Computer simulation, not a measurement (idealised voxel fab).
The name of this process module is voxel ribs on slabs.
cross-section cut | 290 nm wide | cells 5 nm
Think of the cross-section as a grid of square cells. We describe it in bands, top to bottom, and each band covers one or more rows of those cells. Band entry format. Leading values: height of top, height of bottom, nm. Remainder: materials in left-to-right order, each with its width in nm. Special words: "full width" on a single material, which then fills the band edge to edge; "blank", empty space. Height reference: 0 = level under which incoming wafer is all one material. Lowest band: no bottom, runs on downward, e.g. "0..down". So if you see something like "30 to 40" for the width, read it as the top row of the band sitting at the first number and the bottom row at the second, with every row in between moving by the same amount as the last. Key: "everything unchanged" - step with no changed cell in the cross-section. Basically, "Sealed voids" tells you about the enclosed voids: empty spaces with no open way to the top, 8 cells or bigger, each written width x height at distance, where distance is from the left edge, all in nm. Whatever follows a step's settings on its line is a remark the simulator itself makes about that step. The setting "overlay nm" may be written on the line of a step. When the step uses a mask, the value reports how far to the right of the planned place the mask lay, and a negative value reports that it lay to the left.

Listed below are the process steps as planned:
1,RECEIVE | material Si
2,DIRECTIONAL_DEP | material SiO2 | thk nm 20
3,DIRECTIONAL_DEP | material polySi | thk nm 15
4,DIRECTIONAL_DEP | material aC | thk nm 15
5,PATTERN | tone cover | mask id RIB | material resist | width nm 15 | thk nm 30 | overlay nm 0
6,DIRECTIONAL_ETCH | etch materials aC | depth nm 15
7,STRIP | etch materials resist
8,DIRECTIONAL_ETCH | etch materials polySi | depth nm 10
9,STRIP | etch materials aC
10,MASKED_ETCH | tone cover | mask id SLAB | width nm 45 | etch materials polySi | depth nm 5 | overlay nm -15
11,FILL_DEP | material SiO2 | thk nm 25
12,CMP | height nm 55
13,DIRECTIONAL_DEP | material W | thk nm 10
14,DIRECTIONAL_DEP | material aC | thk nm 15
15,PATTERN | tone cover | mask id HEATER | material resist | width nm 25 | thk nm 30 | overlay nm 0
16,DIRECTIONAL_ETCH | etch materials aC | depth nm 15
17,STRIP | etch materials resist
18,DIRECTIONAL_ETCH | etch materials W | depth nm 10
19,STRIP | etch materials aC
20,CONFORMAL_DEP | material SiN | thk nm 5
varied across the wafers: overlay nm of step 10. The plan shows the first wafer's value. All wafers start alike

First of several wafers (as received, post step 1), cross-sectional view:
* 0..down: Si full width
* Sealed voids: none

Wafer rows, end of module: cells per material gained (+) or lost (-) since receipt; closed voids last:
overlay nm -15 | +62 SiN | +623 SiO2 | +10 W | +15 polySi | Sealed voids: none
overlay nm -10 | +62 SiN | +623 SiO2 | +10 W | +15 polySi | Sealed voids: none
overlay nm -5 | +62 SiN | +623 SiO2 | +10 W | +15 polySi | Sealed voids: none
overlay nm 0 | +62 SiN | +623 SiO2 | +10 W | +15 polySi | Sealed voids: none
overlay nm 5 | +62 SiN | +623 SiO2 | +10 W | +15 polySi | Sealed voids: none
overlay nm 10 | +62 SiN | +623 SiO2 | +10 W | +15 polySi | Sealed voids: none
overlay nm 15 | +62 SiN | +623 SiO2 | +10 W | +15 polySi | Sealed voids: none
